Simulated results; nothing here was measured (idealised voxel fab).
A process module follows: voxel capacitor over wiring.
Pictured: cross-section cut, 285 nm wide, on a grid of 5 nm square cells.
A cross-section in this document is a grid of square cells, and it is written down as bands, the top band listed before the ones below it; a band is made up of one or more rows of cells. Band: top height; bottom height; in nm. Then, left to right: material with width in nm, for each material. "full width": a single material spanning edge to edge. "air": empty space. Note: height 0 marks the level under which the wafer is uniformly one material as received. Lowest band unbounded below, written "0..down". Read "30..40" as a graded width: first number on top, second number at the bottom, same change between each pair of neighbouring rows. "nothing was modified" -> step changed no cross-section cell. Entry "Cavities, closed" = empty spaces >= 8 cells with no open way to the top; each as width x height at distance, distance from left edge, all nm. Where a step's line continues beyond its settings, the continuation is a remark by the simulator itself on that step. A step line may carry the setting "overlay nm", which, for steps involving a mask, states the distance by which the mask lay to the right of its intended position; negative values denote displacement to the left.

Intended process steps
1. RECEIVE, material Si
2. CONFORMAL_DEP, material SiO2, thk nm 10
3. DIRECTIONAL_DEP, material TiN, thk nm 5
4. DIRECTIONAL_DEP, material Ru, thk nm 15
5. PATTERN, tone cover, mask id METAL_1, material resist, width nm 30, pitch nm 80, thk nm 20, overlay nm 0
6. DIRECTIONAL_ETCH, etch materials Ru, depth nm 15
7. DIRECTIONAL_ETCH, etch materials TiN, depth nm 5
8. STRIP, etch materials resist
9. CONFORMAL_DEP, material SiN, thk nm 5
10. FILL_DEP, material lowk, thk nm 5
11. CMP, height nm 30
12. CONFORMAL_DEP, material SiCN, thk nm 5
13. DIRECTIONAL_DEP, material SiO2, thk nm 10
14. MASKED_ETCH, tone open, mask id PLUG_1, width nm 15, etch materials SiO2, depth nm 10, overlay nm 0
15. MASKED_ETCH, tone open, mask id PLUG_1, width nm 15, etch materials SiCN, depth nm 5, overlay nm 0
16. EPI, material Ru, thk nm 10
17. EPI, material Ru, thk nm 5
18. DIRECTIONAL_DEP, material TiN, thk nm 10
19. DIRECTIONAL_DEP, material Al2O3, thk nm 5
20. DIRECTIONAL_DEP, material TiN, thk nm 10
21. PATTERN, tone cover, mask id UPPER_PLATE, material resist, width nm 55, thk nm 20, overlay nm 0
22. DIRECTIONAL_ETCH, etch materials TiN, depth nm 10
23. DIRECTIONAL_ETCH, etch materials Al2O3, depth nm 5
24. STRIP, etch materials resist
25. MASKED_ETCH, tone cover, mask id LOWER_PLATE, width nm 65, etch materials TiN, depth nm 10, overlay nm 0
26. FILL_DEP, material SiO2, thk nm 15
27. CMP, height nm 80
28. DIRECTIONAL_DEP, material aC, thk nm 10
29. PATTERN, tone open, mask id PLUG_2, material resist, width nm 15, thk nm 30, overlay nm 0
30. DIRECTIONAL_ETCH, etch materials aC, depth nm 10
31. STRIP, etch materials resist
32. DIRECTIONAL_ETCH, etch materials SiO2, depth nm 10
33. STRIP, etch materials aC
34. CONFORMAL_DEP, material TiN, thk nm 5
35. FILL_DEP, material Ru, thk nm 5
36. CMP, height nm 80
37. CONFORMAL_DEP, material SiCN, thk nm 5
Every wafer here starts from the same state; it is the step 14 width nm that distinguishes them, and the value the plan gives belongs to the first wafer.

First wafer as received, after step 1
	0..down = Si full width
	Cavities, closed: none

Module finished, last step 37 done: cross-section of the first of several wafers
	85..80 = SiCN full width
	80..75 = SiO2 110, TiN 5, Ru 5, TiN 5, SiO2 160
	75..70 = SiO2 110, TiN 15, SiO2 160
	70..60 = SiO2 100, TiN 55, SiO2 130
	60..55 = SiO2 100, Al2O3 55, SiO2 130
	55..45 = SiO2 95, TiN 65, SiO2 125
	45..35 = SiO2 100, Ru 15, SiO2 170
	35..30 = SiCN 100, Ru 15, SiCN 170
	30..15 = lowk 80, SiN 5, Ru 30, SiN 5, lowk 40, SiN 5, Ru 30, SiN 5, lowk 85
	15..10 = SiN 85, TiN 30, SiN 50, TiN 30, SiN 90
	10..0 = SiO2 full width
	0..down = Si full width
	Cavities, closed: none

Last-wafer cross-section at the end of the module
	85..80 = SiCN full width
	80..75 = SiO2 110, TiN 5, Ru 5, TiN 5, SiO2 160
	75..70 = SiO2 110, TiN 15, SiO2 160
	70..60 = SiO2 100, TiN 55, SiO2 130
	60..55 = SiO2 100, Al2O3 55, SiO2 130
	55..45 = SiO2 95, TiN 65, SiO2 125
	45..35 = SiO2 95, Ru 30, SiO2 160
	35..30 = SiCN 100, Ru 15, SiCN 170
	30..15 = lowk 80, SiN 5, Ru 30, SiN 5, lowk 40, SiN 5, Ru 30, SiN 5, lowk 85
	15..10 = SiN 85, TiN 30, SiN 50, TiN 30, SiN 90
	10..0 = SiO2 full width
	0..down = Si full width
	Cavities, closed: none

Below, a row for every wafer. Read it as the end-of-module picture: for each material the wafer shows its cells gained (+) or lost (-) since it was received, and then its closed voids
width nm 15 | +11 Al2O3 | +46 Ru | +111 SiCN | +57 SiN | +556 SiO2 | +65 TiN | +123 lowk | Cavities, closed: none
width nm 20 | +11 Al2O3 | +48 Ru | +111 SiCN | +57 SiN | +554 SiO2 | +65 TiN | +123 lowk | Cavities, closed: none
width nm 25 | +11 Al2O3 | +50 Ru | +111 SiCN | +57 SiN | +552 SiO2 | +65 TiN | +123 lowk | Cavities, closed: none
width nm 30 | +11 Al2O3 | +52 Ru | +111 SiCN | +57 SiN | +550 SiO2 | +65 TiN | +123 lowk | Cavities, closed: none
